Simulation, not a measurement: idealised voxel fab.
The document below concerns the process module designated voxel self aligned contacts.
220 nm wide, 5 nm square cells: that's cross-section cut.
Cross-section layout: square cells on a grid; listed as bands, top to bottom; a band spans one or more cell rows.
Read a band's entry like this: the first values are the height of its top and the height of its bottom in nm, and what follows is the sequence of materials from left to right, each with its width in nm. Note that "empty" is empty space, and that a single material marked "full width" reaches across the band from edge to edge.
Beneath 0, the wafer as received is one material, and that level is where height counting begins. The lowest band goes on downward without a bottom; it is written like "0 down".
A two-number width, for instance "30->40", indicates that the width is equal to the first number in the top row of the band and to the second number in the bottom row, and that it changes by a constant amount per row of cells.
When a step is marked "everything unchanged", none of the cells in the cross-section changed during that step.
"Enclosed cavity list" means: voids of 8 cells or more that are shut off from the top with no open way through. Written width x height at distance, distance from the left edge, in nm.
Step line, after settings: the simulator's comment on this step.
"overlay nm" on a masked step: distance the mask lay right of its planned place, negative for left.
**Process steps (planned)**
- 1: RECEIVE, material Si
- 2: OXIDIZE, depth nm 5
- 3: DIRECTIONAL_DEP, material polySi, thk nm 25
- 4: DIRECTIONAL_DEP, material SiN, thk nm 20
- 5: PATTERN, tone cover, mask id GATE, material resist, width nm 25, pitch nm 55, thk nm 20, overlay nm 0
- 6: DIRECTIONAL_ETCH, etch materials SiN, depth nm 20
- 7: DIRECTIONAL_ETCH, etch materials polySi, depth nm 25
- 8: STRIP, etch materials resist
- 9: CONFORMAL_DEP, material SiN, thk nm 5
- 10: DIRECTIONAL_ETCH, etch materials SiN, depth nm 5
- 11: FILL_DEP, material SiO2, thk nm 15
- 12: CMP, height nm 50
- 13: PATTERN, tone open, mask id CONTACT, material resist, width nm 40, thk nm 20, overlay nm 0
- 14: DIRECTIONAL_ETCH, etch materials SiO2, depth nm 55
- 15: STRIP, etch materials resist
- 16: CONFORMAL_DEP, material TiN, thk nm 5
- 17: FILL_DEP, material Ru, thk nm 10
- 18: CMP, height nm 50
- 19: CONFORMAL_DEP, material SiN, thk nm 5
**The cross-section here shows the wafer as received, i.e. in its state after step 1**
- 0 down: Si full width
- Enclosed cavity list: none
**The module was run from the start shown above using the plan shown above, but one mistake was made doing it; the resulting wafer cross-section is below**
- 55 to 50: SiN full width
- 50 to 45: 65 SiO2 / 35 SiN / 20 TiN / 35 SiN / 65 SiO2
- 45 to 25: SiN full width
- 25 to 0: polySi full width
- 0 to -5: SiO2 full width
- -5 down: Si full width
- Enclosed cavity list: none
Where did the run depart from the plan? twice, step 4 of the plan was run
